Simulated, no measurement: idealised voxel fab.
Proc. module: voxel tone inversion
150 nm wide, 5 nm square cells: that's cross-section cut.
A cross-section is written here as square cells arranged in a grid, and it is given in bands from the top down, each band taking up one or more rows of cells. For a band, the entry starts with two heights in nm, that of the top and then that of the bottom, and carries on with the band's materials in order from left to right, each alongside its width in nm; the word "everywhere" beside a single material means it fills the band edge to edge, and "empty" means empty space. It should be noted that heights are counted from 0, beneath which the wafer as supplied is of one material throughout, and that the lowest band possesses no lower boundary but continues downward, as written in "from 0 down". It should be noted that a width expressed as "30 to 40" varies in equal increments from row to row of cells within the band, taking the value of the first number at the top row and that of the second number at the bottom row. For the purposes of this document, the phrase "no alterations made" attached to a step denotes that no cell within the cross-section was modified by that step. Empty spaces counting at least 8 cells and having no open way to the top are listed in "Trapped voids". The notation width x height at distance is used for each, the distance being from the left edge and all three values in nm. Past the settings on a step's line: simulator remark, on that step. "overlay nm" answers the question of how far to the right of plan the mask lay on a step that has a mask, and when it is negative the answer is to the left.
# Process steps - plan
1: RECEIVE,material Si
2: CONFORMAL_DEP,material SiN,thk nm 10
3: DIRECTIONAL_DEP,material aC,thk nm 25
4: PATTERN,tone cover,mask id POSTS,material resist,width nm 15,pitch nm 45,thk nm 30,overlay nm 0
5: DIRECTIONAL_ETCH,etch materials aC,depth nm 25
6: STRIP,etch materials resist
7: FILL_DEP,material SiO2,thk nm 5
8: CMP,height nm 35
9: STRIP,etch materials aC
10: CONFORMAL_DEP,material TiN,thk nm 5
11: FILL_DEP,material W,thk nm 5
12: CMP,height nm 35
13: CONFORMAL_DEP,material SiCN,thk nm 5
# As-received wafer cross-section (after step 1)
- from 0 down = Si everywhere
- Trapped voids: none
# Cross-sectional view of the first of the two wafers upon completion of the module, processed in accordance with the plan
- from 40 to 35 = SiCN everywhere
- from 35 to 15 = SiO2 20, then TiN 5, then W 5, then TiN 5, then SiO2 30, then TiN 5, then W 5, then TiN 5, then SiO2 30, then TiN 5, then W 5, then TiN 5, then SiO2 25
- from 15 to 10 = SiO2 20, then TiN 15, then SiO2 30, then TiN 15, then SiO2 30, then TiN 15, then SiO2 25
- from 10 to 0 = SiN everywhere
- from 0 down = Si everywhere
- Trapped voids: none
# The second wafer, shown in cross-section after the module: started the same way as the first and given the same plan, yet one mistake crept into how it was run
- from 40 to 35 = SiCN everywhere
- from 35 to 15 = W 15, then TiN 5, then SiO2 15, then TiN 5, then W 20, then TiN 5, then SiO2 15, then TiN 5, then W 20, then TiN 5, then SiO2 15, then TiN 5, then W 20
- from 15 to 10 = TiN 20, then SiO2 15, then TiN 30, then SiO2 15, then TiN 30, then SiO2 15, then TiN 25
- from 10 to 0 = SiN everywhere
- from 0 down = Si everywhere
- Trapped voids: none
what went wrong: step 4 off recipe, ran as PATTERN,tone open,mask id POSTS,material resist,width nm 15,pitch nm 45,thk nm 30,overlay nm 0
Bottom line after processing is that, in cells, the second wafer is up or down on some materials versus the first: -60 SiO2 | +12 TiN | +48 W
